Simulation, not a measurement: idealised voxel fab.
process module | voxel wiring stack
cross-section cut | 215 nm wide | cells 5 nm
A cross-section is a grid of square cells, given in bands from the top down. A band is one or more rows of cells.
Each band's line starts with the height of the band's top and of its bottom, in nm. Then come its materials from left to right, each with its width in nm. One material with "throughout" fills the band from edge to edge. "air" is empty space.
Height 0 is the level under which the wafer as received is all one material. The lowest band goes on downwards, as in "0 down".
A width such as "30 to 40" changes by the same amount from each row of cells to the next, from the band's top row to its bottom row.
"no change" after a step means that no cell of the cross-section changed.
closed voids: empty space of 8 cells or more with no open way to the top, each as width x height at its distance from the left edge, in nm
after a step's settings: what the simulator itself notes on the step
overlay nm, on a step with a mask: how far to the right of its planned place the mask lay; to the left if negative
plan
1 op RECEIVE | material Si
2 op CONFORMAL_DEP | material SiO2 | thk nm 15
3 op DIRECTIONAL_DEP | material TiN | thk nm 5
4 op DIRECTIONAL_DEP | material Ru | thk nm 25
5 op PATTERN | tone cover | mask id METAL_1 | material resist | width nm 25 | pitch nm 45 | thk nm 20 | overlay nm 0
6 op DIRECTIONAL_ETCH | etch materials Ru | depth nm 25
7 op DIRECTIONAL_ETCH | etch materials TiN | depth nm 5
8 op STRIP | etch materials resist
9 op FILL_DEP | material lowk | thk nm 5
10 op CMP | height nm 45
11 op CONFORMAL_DEP | material SiCN | thk nm 5
12 op DIRECTIONAL_DEP | material lowk | thk nm 20
13 op PATTERN | tone open | mask id PLUG_1 | material resist | width nm 15 | pitch nm 45 | thk nm 20 | overlay nm 0
14 op DIRECTIONAL_ETCH | etch materials lowk | depth nm 20
15 op DIRECTIONAL_ETCH | etch materials SiCN | depth nm 5
16 op STRIP | etch materials resist
17 op EPI | material Ru | thk nm 10
18 op EPI | material Ru | thk nm 10
19 op EPI | material Ru | thk nm 5
20 op DIRECTIONAL_DEP | material TiN | thk nm 5
21 op DIRECTIONAL_DEP | material W | thk nm 15
22 op PATTERN | tone cover | mask id METAL_2 | material resist | width nm 25 | pitch nm 45 | thk nm 15 | overlay nm 0
23 op DIRECTIONAL_ETCH | etch materials W | depth nm 15
24 op DIRECTIONAL_ETCH | etch materials TiN | depth nm 5
25 op STRIP | etch materials resist
26 op CONFORMAL_DEP | material SiN | thk nm 5
27 op FILL_DEP | material SiO2 | thk nm 5
28 op CMP | height nm 90
29 op CONFORMAL_DEP | material SiN | thk nm 5
varied across the wafers: width nm of step 13. The plan shows the first wafer's value. All wafers start alike
first wafer as received, after step 1
  0 down: Si throughout
  closed voids: none
each wafer at the end: cells of each material gained (+) or lost (-) since it was received, then its closed voids
width nm 15 | +120 Ru | +34 SiCN | +89 SiN | +195 SiO2 | +30 TiN | +45 W | +304 lowk | closed voids: none
width nm 20 | +135 Ru | +31 SiCN | +89 SiN | +195 SiO2 | +30 TiN | +45 W | +292 lowk | closed voids: none
width nm 25 | +150 Ru | +28 SiCN | +89 SiN | +195 SiO2 | +30 TiN | +45 W | +280 lowk | closed voids: none
width nm 30 | +165 Ru | +25 SiCN | +89 SiN | +195 SiO2 | +30 TiN | +45 W | +268 lowk | closed voids: none
